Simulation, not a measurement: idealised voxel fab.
This is a process module. Its name is voxel fin reveal.
Cross-sectional view cut (width: 160 nm; square cell size: 5 nm).
A cross-section in this document is a grid of square cells, and it is written down as bands, the top band listed before the ones below it; a band is made up of one or more rows of cells. Basically the band line says how high the top is and how high the bottom is, in nm, and then what's in it from left to right, every material with its width in nm. Empty space shows up as "empty", and if a single material carries "full width" it runs the full band edge to edge. We count height from 0. Below that, the starting wafer is all one material. The lowest band never ends at the bottom but goes on down; see "from 0 down" for how that is written. It should be noted that a width expressed as "30..40" varies in equal increments from row to row of cells within the band, taking the value of the first number at the top row and that of the second number at the bottom row. Any step labelled "no alteration" changed none of the cells in the cross-section. "Enclosed cavity list" contains a list of empty spaces, each no smaller than 8 cells and without an open way to the top, written in the form width x height at distance with the distance from the left edge and all three in nm. That trailing text on a step's line, after the settings, is the simulator's own remark on the step. overlay nm: mask offset rightward from planned place, masked step; negative means leftward offset.

# Planned step list for the process
| 1 | RECEIVE, material Si |
| 2 | CONFORMAL_DEP, material SiN, thk nm 10 |
| 3 | DIRECTIONAL_DEP, material aC, thk nm 15 |
| 4 | PATTERN, tone cover, mask id FINS, material resist, width nm 15, pitch nm 40, thk nm 35, overlay nm 0 |
| 5 | DIRECTIONAL_ETCH, etch materials aC, depth nm 15 |
| 6 | STRIP, etch materials resist |
| 7 | DIRECTIONAL_ETCH, etch materials SiN, depth nm 10 |
| 8 | DIRECTIONAL_ETCH, etch materials Si, depth nm 30 |
| 9 | STRIP, etch materials aC |
| 10 | FILL_DEP, material SiO2, thk nm 15 |
| 11 | CMP, height nm 10 |
| 12 | SELECTIVE_ETCH, etch materials SiO2, depth nm 25 |
| 13 | STRIP, etch materials SiN |
| 14 | CONFORMAL_DEP, material HfO2, thk nm 5 |
For this document, wafers share an identical start and vary in the step 4 width nm; the plan quotes the first wafer's value.

# Cross-section: the first of several wafers in its as-received state, i.e. following step 1
    from 0 down: Si full width
    Enclosed cavity list: none

# So in this table every wafer gets its own row, and what you see is where it stands at the end of the module: for each material, how many cells it picked up (+) or gave up (-) since we received it, and after that its closed voids
width nm 15; +50 HfO2; -138 Si; +69 SiO2; Enclosed cavity list: none
width nm 20; +50 HfO2; -120 Si; +60 SiO2; Enclosed cavity list: none
width nm 25; +50 HfO2; -102 Si; +51 SiO2; Enclosed cavity list: none
